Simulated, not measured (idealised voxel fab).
Module name: voxel fin reveal (process module)
Shown is cross-section cut, with a width of 220 nm and square cells of size 5 nm.
We lay out every cross-section as a grid of square cells and spell it out in bands from the top down, where one band means one or more rows of cells. For a band, the entry starts with two heights in nm, that of the top and then that of the bottom, and carries on with the band's materials in order from left to right, each alongside its width in nm; the word "all across" beside a single material means it fills the band edge to edge, and "air" means empty space. Counting heights begins at 0, where everything beneath is, in the wafer as received, one material. The lowest band has no bottom; it goes on downwards, as "0..down" shows. When a width is written as two numbers, as in "30->40", the first number is the width in the top row of cells of the band and the second is the width in its bottom row, and the width changes by the same amount from each row to the next. Where the words "nothing different" appear for a step, the cross-section shows no cell changed by that step; every cell remained as before. You'll see "Closed-off voids" listing empty spaces that have no way open to the top, as long as they're 8 cells or more; the notation is width x height at distance, where the distance is from the left edge, and all of it is in nm. That trailing text on a step's line, after the settings, is the simulator's own remark on the step. overlay nm, on a step with a mask: how far to the right of its planned place the mask lay; to the left if negative.

-- The process steps that were planned are listed below
- 1: op RECEIVE | material Si
- 2: op CONFORMAL_DEP | material SiN | thk nm 10
- 3: op MASKED_ETCH | tone cover | mask id FINS | width nm 15 | pitch nm 40 | etch materials SiN | depth nm 10 | overlay nm 0
- 4: op MASKED_ETCH | tone cover | mask id FINS | width nm 15 | pitch nm 40 | etch materials Si | depth nm 40 | overlay nm 0
- 5: op OXIDIZE | depth nm 5
- 6: op FILL_DEP | material SiO2 | thk nm 5
- 7: op CMP | height nm 10
- 8: op SELECTIVE_ETCH | etch materials SiO2 | depth nm 40
- 9: op STRIP | etch materials SiN

-- First wafer of two (run as planned)

-- The cross-section here shows the wafer as received, i.e. in its state after step 1
* 0..down | Si all across
* Closed-off voids: none

-- Wafer after step 2 (cross-section)
* 10..0 | SiN all across
* Whatever lies below 0 is exactly as it was before.

-- Wafer after step 3 (cross-section)
* 10..0 | air 40  SiN 15  air 25  SiN 15  air 25  SiN 15  air 25  SiN 15  air 45
* Whatever lies below 0 is exactly as it was before.

-- Wafer after step 4 (cross-section)
* 10..0 | air 40  SiN 15  air 25  SiN 15  air 25  SiN 15  air 25  SiN 15  air 45
* 0..-40 | air 40  Si 15  air 25  Si 15  air 25  Si 15  air 25  Si 15  air 45
* Whatever lies below -40 is exactly as it was before.

-- Wafer after step 5 (cross-section)
* 10..0 | air 40  SiN 15  air 25  SiN 15  air 25  SiN 15  air 25  SiN 15  air 45
* 0..-40 | air 40  SiO2 5  Si 5  SiO2 5  air 25  SiO2 5  Si 5  SiO2 5  air 25  SiO2 5  Si 5  SiO2 5  air 25  SiO2 5  Si 5  SiO2 5  air 45
* -40..-45 | SiO2 45  Si 5  SiO2 35  Si 5  SiO2 35  Si 5  SiO2 35  Si 5  SiO2 50
* Whatever lies below -45 is exactly as it was before.

-- Wafer after step 6 (cross-section)
* 15..10 | SiO2 all across
* 10..0 | SiO2 40  SiN 15  SiO2 25  SiN 15  SiO2 25  SiN 15  SiO2 25  SiN 15  SiO2 45
* 0..-45 | SiO2 45  Si 5  SiO2 35  Si 5  SiO2 35  Si 5  SiO2 35  Si 5  SiO2 50
* Whatever lies below -45 is exactly as it was before.

-- Wafer after step 7 (cross-section)
* 10..0 | SiO2 40  SiN 15  SiO2 25  SiN 15  SiO2 25  SiN 15  SiO2 25  SiN 15  SiO2 45
* Whatever lies below 0 is exactly as it was before.

-- Wafer after step 8 (cross-section)
* 10..0 | air 40  SiN 15  air 25  SiN 15  air 25  SiN 15  air 25  SiN 15  air 45
* 0..-30 | air 45  Si 5  air 35  Si 5  air 35  Si 5  air 35  Si 5  air 50
* Whatever lies below -30 is exactly as it was before.

-- Wafer after step 9 (cross-section)
* 0..-30 | air 45  Si 5  air 35  Si 5  air 35  Si 5  air 35  Si 5  air 50
* Whatever lies below -30 is exactly as it was before.

-- Regarding the second of the two wafers: it shared the first wafer's starting condition and process plan, yet one error occurred during its execution. Its history coincides with that of the first wafer up to and including step 3

-- Second wafer at the planned finish of step 4, seen in cross-section
* 10..0 | air 40  SiN 15  air 25  SiN 15  air 25  SiN 15  air 25  SiN 15  air 45
* 0..-40 | air 30  Si 25  air 15  Si 25  air 15  Si 25  air 15  Si 25  air 45
* Whatever lies below -40 is exactly as it was before.

-- Second wafer at the planned finish of step 5, seen in cross-section
* 10..0 | air 40  SiN 15  air 25  SiN 15  air 25  SiN 15  air 25  SiN 15  air 45
* 0..-5 | air 30  SiO2 15  Si 5  SiO2 5  air 15  SiO2 15  Si 5  SiO2 5  air 15  SiO2 15  Si 5  SiO2 5  air 15  SiO2 15  Si 5  SiO2 5  air 45
* -5..-40 | air 30  SiO2 5  Si 15  SiO2 5  air 15  SiO2 5  Si 15  SiO2 5  air 15  SiO2 5  Si 15  SiO2 5  air 15  SiO2 5  Si 15  SiO2 5  air 45
* -40..-45 | SiO2 35  Si 15  SiO2 25  Si 15  SiO2 25  Si 15  SiO2 25  Si 15  SiO2 50
* Whatever lies below -45 is exactly as it was before.

-- Second wafer at the planned finish of step 6, seen in cross-section
* 15..10 | SiO2 all across
* 10..0 | SiO2 40  SiN 15  SiO2 25  SiN 15  SiO2 25  SiN 15  SiO2 25  SiN 15  SiO2 45
* 0..-5 | SiO2 45  Si 5  SiO2 35  Si 5  SiO2 35  Si 5  SiO2 35  Si 5  SiO2 50
* -5..-45 | SiO2 35  Si 15  SiO2 25  Si 15  SiO2 25  Si 15  SiO2 25  Si 15  SiO2 50
* Whatever lies below -45 is exactly as it was before.

-- Second wafer at the planned finish of step 7, seen in cross-section
* 10..0 | SiO2 40  SiN 15  SiO2 25  SiN 15  SiO2 25  SiN 15  SiO2 25  SiN 15  SiO2 45
* Whatever lies below 0 is exactly as it was before.

-- Second wafer at the planned finish of step 8, seen in cross-section
* 10..0 | air 40  SiN 15  air 25  SiN 15  air 25  SiN 15  air 25  SiN 15  air 45
* 0..-5 | air 45  Si 5  air 35  Si 5  air 35  Si 5  air 35  Si 5  air 50
* -5..-30 | air 35  Si 15  air 25  Si 15  air 25  Si 15  air 25  Si 15  air 50
* Whatever lies below -30 is exactly as it was before.

-- Second wafer at the planned finish of step 9, seen in cross-section
* 0..-5 | air 45  Si 5  air 35  Si 5  air 35  Si 5  air 35  Si 5  air 50
* Whatever lies below -5 is exactly as it was before.
Which mistake was made when the wafer was run? step 4 ran differently from the plan; actual operation with settings: op MASKED_ETCH | tone cover | mask id FINS | width nm 15 | pitch nm 40 | etch materials Si | depth nm 40 | overlay nm -10
Final comparison by cell count, materials where the second wafer has more or fewer than the first: Si +64; SiO2 -24
